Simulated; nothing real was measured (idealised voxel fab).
process module | voxel self aligned vias
cross-section cut | 220 nm wide | cells 5 nm
A cross-section is a grid of square cells, given in bands from the top down. A band is one or more rows of cells.
Each band's line starts with the height of the band's top and of its bottom, in nm. Then come its materials from left to right, each with its width in nm. One material with "throughout" fills the band from edge to edge. "air" is empty space.
Height 0 is the level under which the wafer as received is all one material. The lowest band goes on downwards, as in "0 down".
A width such as "30 to 40" changes by the same amount from each row of cells to the next, from the band's top row to its bottom row.
"no change" after a step means that no cell of the cross-section changed.
closed voids: empty space of 8 cells or more with no open way to the top, each as width x height at its distance from the left edge, in nm
after a step's settings: what the simulator itself notes on the step
overlay nm, on a step with a mask: how far to the right of its planned place the mask lay; to the left if negative
plan
1 op RECEIVE | material Si
2 op CONFORMAL_DEP | material SiO2 | thk nm 10
3 op CONFORMAL_DEP | material SiCN | thk nm 5
4 op DIRECTIONAL_DEP | material lowk | thk nm 25
5 op PATTERN | tone open | mask id LINES | material resist | width nm 20 | pitch nm 55 | thk nm 15 | overlay nm 0
6 op DIRECTIONAL_ETCH | etch materials lowk | depth nm 25
7 op STRIP | etch materials resist
8 op CONFORMAL_DEP | material TiN | thk nm 5
9 op FILL_DEP | material Ru | thk nm 5
10 op CMP | height nm 40
11 op SELECTIVE_ETCH | etch materials W Ru TiN | depth nm 10
12 op FILL_DEP | material SiN | thk nm 10
13 op CMP | height nm 40
14 op DIRECTIONAL_DEP | material lowk | thk nm 20
15 op MASKED_ETCH | tone open | mask id VIAS | width nm 40 | etch materials lowk | depth nm 20 | overlay nm 0
16 op MASKED_ETCH | tone open | mask id VIAS | width nm 40 | etch materials SiN | depth nm 10 | overlay nm 0
17 op CONFORMAL_DEP | material TiN | thk nm 5
18 op FILL_DEP | material W | thk nm 10
19 op CMP | height nm 60
20 op CONFORMAL_DEP | material SiCN | thk nm 5
as received, after step 1
  0 down: Si throughout
  closed voids: none
first wafer at the end, as planned
  65 to 60: SiCN throughout
  60 to 45: lowk 60 | TiN 5 | W 30 | TiN 5 | lowk 120
  45 to 40: lowk 60 | TiN 15 | W 10 | TiN 15 | lowk 120
  40 to 35: lowk 70 | TiN 5 | W 10 | TiN 5 | lowk 35 | SiN 20 | lowk 75
  35 to 30: lowk 70 | TiN 20 | lowk 35 | SiN 20 | lowk 75
  30 to 20: lowk 70 | TiN 5 | Ru 10 | TiN 5 | lowk 35 | TiN 5 | Ru 10 | TiN 5 | lowk 75
  20 to 15: lowk 70 | TiN 20 | lowk 35 | TiN 20 | lowk 75
  15 to 10: SiCN throughout
  10 to 0: SiO2 throughout
  0 down: Si throughout
  closed voids: none
second wafer at the end: like start, like plan, one mistake
  65 to 60: SiCN throughout
  60 to 40: lowk 60 | TiN 5 | W 30 | TiN 5 | lowk 120
  40 to 35: SiN 60 | TiN 5 | W 30 | TiN 5 | SiN 120
  35 to 30: SiN 60 | TiN 40 | SiN 120
  30 to 10: lowk 70 | TiN 5 | Ru 10 | TiN 5 | lowk 35 | TiN 5 | Ru 10 | TiN 5 | lowk 75
  10 to 5: lowk 70 | TiN 20 | lowk 35 | TiN 20 | lowk 75
  5 to 0: SiCN throughout
  0 down: Si throughout
  closed voids: none
what went wrong: step 2 was left out
at the end the second wafer has, in cells: 8 more of Ru | 64 more of SiN | 88 fewer of SiO2 | 8 more of TiN | 8 more of W
